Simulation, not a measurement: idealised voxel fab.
process module | voxel wiring stack
cross-section cut | 190 nm wide | cells 5 nm
A cross-section is a grid of square cells, given in bands from the top down. A band is one or more rows of cells.
Each band's line starts with the height of the band's top and of its bottom, in nm. Then come its materials from left to right, each with its width in nm. One material with "throughout" fills the band from edge to edge. "air" is empty space.
Height 0 is the level under which the wafer as received is all one material. The lowest band goes on downwards, as in "0 down".
A width such as "30 to 40" changes by the same amount from each row of cells to the next, from the band's top row to its bottom row.
"no change" after a step means that no cell of the cross-section changed.
closed voids: empty space of 8 cells or more with no open way to the top, each as width x height at its distance from the left edge, in nm
after a step's settings: what the simulator itself notes on the step
overlay nm, on a step with a mask: how far to the right of its planned place the mask lay; to the left if negative
plan
1 op RECEIVE | material Si
2 op CONFORMAL_DEP | material SiO2 | thk nm 10
3 op DIRECTIONAL_DEP | material TiN | thk nm 5
4 op DIRECTIONAL_DEP | material Ru | thk nm 20
5 op MASKED_ETCH | tone cover | mask id METAL_1 | width nm 25 | pitch nm 40 | etch materials Ru | depth nm 20 | overlay nm 0
6 op MASKED_ETCH | tone cover | mask id METAL_1 | width nm 25 | pitch nm 40 | etch materials TiN | depth nm 5 | overlay nm 0
7 op FILL_DEP | material SiO2 | thk nm 10
8 op CMP | height nm 35
9 op CONFORMAL_DEP | material SiCN | thk nm 5
10 op DIRECTIONAL_DEP | material lowk | thk nm 30
11 op PATTERN | tone open | mask id METAL_2_HOLES | material resist | width nm 15 | thk nm 20 | overlay nm 0
12 op DIRECTIONAL_ETCH | etch materials lowk | depth nm 30
13 op STRIP | etch materials resist
14 op DIRECTIONAL_DEP | material aC | thk nm 10
15 op PATTERN | tone open | mask id METAL_2 | material resist | width nm 25 | pitch nm 40 | thk nm 30 | overlay nm 0
16 op DIRECTIONAL_ETCH | etch materials aC | depth nm 10
17 op STRIP | etch materials resist
18 op DIRECTIONAL_ETCH | etch materials lowk | depth nm 20
19 op DIRECTIONAL_ETCH | etch materials SiCN | depth nm 5
20 op STRIP | etch materials aC
21 op CONFORMAL_DEP | material TiN | thk nm 5
22 op FILL_DEP | material Cu | thk nm 10
23 op CMP | height nm 70
24 op CONFORMAL_DEP | material SiCN | thk nm 5
25 op DIRECTIONAL_DEP | material SiO2 | thk nm 35
26 op MASKED_ETCH | tone open | mask id METAL_3 | width nm 25 | pitch nm 40 | etch materials SiO2 | depth nm 20 | overlay nm 0
27 op DIRECTIONAL_DEP | material aC | thk nm 10
28 op PATTERN | tone open | mask id METAL_3_HOLES | material resist | width nm 15 | pitch nm 40 | thk nm 25 | overlay nm 0
29 op DIRECTIONAL_ETCH | etch materials aC | depth nm 10
30 op STRIP | etch materials resist
31 op DIRECTIONAL_ETCH | etch materials SiO2 | depth nm 15
32 op DIRECTIONAL_ETCH | etch materials SiCN | depth nm 5
33 op STRIP | etch materials aC
34 op CONFORMAL_DEP | material TiN | thk nm 5
35 op FILL_DEP | material Ru | thk nm 10
36 op CMP | height nm 110
37 op CONFORMAL_DEP | material SiCN | thk nm 5
38 op DIRECTIONAL_DEP | material SiO2 | thk nm 25
39 op PATTERN | tone open | mask id METAL_4 | material resist | width nm 25 | pitch nm 40 | thk nm 15 | overlay nm 0
40 op DIRECTIONAL_ETCH | etch materials SiO2 | depth nm 15
41 op STRIP | etch materials resist
42 op MASKED_ETCH | tone open | mask id METAL_4_HOLES | width nm 15 | etch materials SiO2 | depth nm 10 | overlay nm 0
43 op MASKED_ETCH | tone open | mask id METAL_4_HOLES | width nm 15 | etch materials SiCN | depth nm 5 | overlay nm 0
44 op CONFORMAL_DEP | material TiN | thk nm 5
45 op FILL_DEP | material Cu | thk nm 5
46 op CMP | height nm 140
47 op CONFORMAL_DEP | material SiCN | thk nm 5
as received, after step 1
  0 down: Si throughout
  closed voids: none
first wafer at the end, as planned
  145 to 140: SiCN throughout
  140 to 130: SiO2 60 | TiN 5 | Cu 15 | TiN 5 | SiO2 15 | TiN 5 | Cu 15 | TiN 5 | SiO2 65
  130 to 125: SiO2 60 | TiN 5 | Cu 5 | TiN 15 | SiO2 15 | TiN 25 | SiO2 65
  125 to 115: SiO2 60 | TiN 5 | Cu 5 | TiN 5 | SiO2 115
  115 to 110: SiCN 60 | TiN 15 | SiCN 115
  110 to 95: SiO2 60 | TiN 5 | Ru 15 | TiN 5 | SiO2 15 | TiN 5 | Ru 15 | TiN 5 | SiO2 65
  95 to 90: SiO2 60 | TiN 5 | Ru 5 | TiN 15 | SiO2 15 | TiN 5 | Ru 5 | TiN 15 | SiO2 65
  90 to 75: SiO2 60 | TiN 5 | Ru 5 | TiN 5 | SiO2 25 | TiN 5 | Ru 5 | TiN 5 | SiO2 75
  75 to 70: SiCN 60 | TiN 15 | SiCN 25 | TiN 15 | SiCN 75
  70 to 55: lowk 60 | TiN 5 | Cu 15 | TiN 5 | lowk 15 | TiN 5 | Cu 15 | TiN 5 | lowk 65
  55 to 50: lowk 60 | TiN 5 | Cu 5 | TiN 15 | lowk 15 | TiN 25 | lowk 65
  50 to 40: lowk 60 | TiN 5 | Cu 5 | TiN 5 | lowk 115
  40 to 35: SiCN 60 | TiN 15 | SiCN 115
  35 to 15: SiO2 60 | Ru 25 | SiO2 15 | Ru 25 | SiO2 65
  15 to 10: SiO2 60 | TiN 25 | SiO2 15 | TiN 25 | SiO2 65
  10 to 0: SiO2 throughout
  0 down: Si throughout
  closed voids: none
second wafer at the end: like start, like plan, one mistake
  145 to 140: SiCN throughout
  140 to 130: SiO2 60 | TiN 5 | Cu 15 | TiN 5 | SiO2 15 | TiN 5 | Cu 15 | TiN 5 | SiO2 65
  130 to 125: SiO2 60 | TiN 5 | Cu 5 | TiN 15 | SiO2 15 | TiN 25 | SiO2 65
  125 to 115: SiO2 60 | TiN 5 | Cu 5 | TiN 5 | SiO2 115
  115 to 110: SiCN 60 | TiN 15 | SiCN 115
  110 to 95: SiO2 60 | TiN 5 | Ru 15 | TiN 5 | SiO2 15 | TiN 5 | Ru 15 | TiN 5 | SiO2 65
  95 to 90: SiO2 60 | TiN 5 | Ru 5 | TiN 15 | SiO2 15 | TiN 5 | Ru 5 | TiN 15 | SiO2 65
  90 to 75: SiO2 60 | TiN 5 | Ru 5 | TiN 5 | SiO2 25 | TiN 5 | Ru 5 | TiN 5 | SiO2 75
  75 to 65: SiCN 60 | TiN 15 to 25 | SiCN 25 to 15 | TiN 15 to 25 | SiCN 75 to 65
  65 to 35: lowk throughout
  35 to 15: SiO2 60 | Ru 25 | SiO2 15 | Ru 25 | SiO2 65
  15 to 10: SiO2 60 | TiN 25 | SiO2 15 | TiN 25 | SiO2 65
  10 to 0: SiO2 throughout
  0 down: Si throughout
  closed voids: none
what went wrong: steps 9 and 10 were swapped
at the end the second wafer has, in cells: 21 fewer of Cu | 7 fewer of SiCN | 18 fewer of TiN | 46 more of lowk
